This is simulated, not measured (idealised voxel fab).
process module | voxel wiring stack
cross-section cut | 255 nm wide | cells 5 nm
A cross-section is a grid of square cells, given in bands from the top down. A band is one or more rows of cells.
Each band's line starts with the height of the band's top and of its bottom, in nm. Then come its materials from left to right, each with its width in nm. One material with "throughout" fills the band from edge to edge. "air" is empty space.
Height 0 is the level under which the wafer as received is all one material. The lowest band goes on downwards, as in "0 down".
A width such as "30 to 40" changes by the same amount from each row of cells to the next, from the band's top row to its bottom row.
"no change" after a step means that no cell of the cross-section changed.
closed voids: empty space of 8 cells or more with no open way to the top, each as width x height at its distance from the left edge, in nm
after a step's settings: what the simulator itself notes on the step
overlay nm, on a step with a mask: how far to the right of its planned place the mask lay; to the left if negative
plan
1 op RECEIVE | material Si
2 op CONFORMAL_DEP | material SiO2 | thk nm 15
3 op CONFORMAL_DEP | material SiCN | thk nm 5
4 op DIRECTIONAL_DEP | material lowk | thk nm 15
5 op DIRECTIONAL_DEP | material aC | thk nm 15
6 op PATTERN | tone open | mask id METAL_1 | material resist | width nm 25 | pitch nm 50 | thk nm 30 | overlay nm 0
7 op DIRECTIONAL_ETCH | etch materials aC | depth nm 15
8 op STRIP | etch materials resist
9 op DIRECTIONAL_ETCH | etch materials lowk | depth nm 15
10 op DIRECTIONAL_ETCH | etch materials SiCN | depth nm 5
11 op STRIP | etch materials aC
12 op CONFORMAL_DEP | material TiN | thk nm 5
13 op FILL_DEP | material Cu | thk nm 5
14 op CMP | height nm 35
15 op CONFORMAL_DEP | material SiCN | thk nm 5
16 op DIRECTIONAL_DEP | material lowk | thk nm 15
17 op DIRECTIONAL_DEP | material aC | thk nm 15
18 op PATTERN | tone open | mask id PLUG_1 | material resist | width nm 15 | pitch nm 50 | thk nm 35 | overlay nm 0
19 op DIRECTIONAL_ETCH | etch materials aC | depth nm 15
20 op STRIP | etch materials resist
21 op DIRECTIONAL_ETCH | etch materials lowk | depth nm 15
22 op DIRECTIONAL_ETCH | etch materials SiCN | depth nm 5
23 op STRIP | etch materials aC
24 op EPI | material Ru | thk nm 10
25 op EPI | material Ru | thk nm 10
26 op CONFORMAL_DEP | material SiN | thk nm 5
27 op DIRECTIONAL_DEP | material lowk | thk nm 15
28 op MASKED_ETCH | tone open | mask id METAL_2 | width nm 25 | pitch nm 50 | etch materials lowk | depth nm 15 | overlay nm 0
29 op MASKED_ETCH | tone open | mask id METAL_2 | width nm 25 | pitch nm 50 | etch materials SiN | depth nm 5 | overlay nm 0
30 op CONFORMAL_DEP | material TiN | thk nm 5
31 op FILL_DEP | material W | thk nm 5
32 op CMP | height nm 75
33 op CONFORMAL_DEP | material SiCN | thk nm 5
34 op DIRECTIONAL_DEP | material SiO2 | thk nm 15
35 op PATTERN | tone open | mask id PLUG_2 | material resist | width nm 15 | pitch nm 50 | thk nm 15 | overlay nm 0
36 op DIRECTIONAL_ETCH | etch materials SiO2 | depth nm 15
37 op DIRECTIONAL_ETCH | etch materials SiCN | depth nm 5
38 op STRIP | etch materials resist
39 op EPI | material Ru | thk nm 10
40 op EPI | material Ru | thk nm 10
41 op DIRECTIONAL_DEP | material TiN | thk nm 5
42 op DIRECTIONAL_DEP | material W | thk nm 15
43 op DIRECTIONAL_DEP | material aC | thk nm 10
44 op PATTERN | tone cover | mask id METAL_3 | material resist | width nm 25 | pitch nm 50 | thk nm 25 | overlay nm 0
45 op DIRECTIONAL_ETCH | etch materials aC | depth nm 10
46 op STRIP | etch materials resist
47 op DIRECTIONAL_ETCH | etch materials W | depth nm 15
48 op DIRECTIONAL_ETCH | etch materials TiN | depth nm 5
49 op STRIP | etch materials aC
50 op CONFORMAL_DEP | material SiCN | thk nm 5
51 op FILL_DEP | material SiO2 | thk nm 10
52 op CMP | height nm 115
53 op CONFORMAL_DEP | material SiCN | thk nm 5
as received, after step 1
  0 down: Si throughout
  closed voids: none
a wafer at the end: this start, this plan, one mistake
  135 to 130: SiCN throughout
  130 to 120: SiO2 throughout
  120 to 115: SiO2 85 | SiCN 35 | SiO2 15 | SiCN 35 | SiO2 85
  115 to 100: SiO2 85 | SiCN 5 | W 25 | SiCN 5 | SiO2 15 | SiCN 5 | W 25 | SiCN 5 | SiO2 85
  100 to 95: SiCN 90 | TiN 25 | SiCN 25 | TiN 25 | SiCN 90
  95 to 80: SiO2 90 | Ru 15 | SiO2 35 | Ru 15 | SiO2 100
  80 to 75: SiCN 90 | Ru 15 | SiCN 35 | Ru 15 | SiCN 100
  75 to 60: lowk 90 | TiN 5 | W 15 | TiN 5 | lowk 25 | TiN 5 | W 15 | TiN 5 | lowk 90
  60 to 55: SiN 90 | TiN 25 | SiN 25 | TiN 25 | SiN 90
  55 to 40: lowk 90 | Ru 15 | lowk 35 | Ru 15 | lowk 100
  40 to 35: SiCN 90 | Ru 15 | SiCN 35 | Ru 15 | SiCN 100
  35 to 20: lowk 90 | TiN 5 | Cu 15 | TiN 5 | lowk 25 | TiN 5 | Cu 15 | TiN 5 | lowk 90
  20 to 15: SiCN 90 | TiN 25 | SiCN 25 | TiN 25 | SiCN 90
  15 to 0: SiO2 throughout
  0 down: Si throughout
  closed voids: none
what went wrong: step 52 was left out
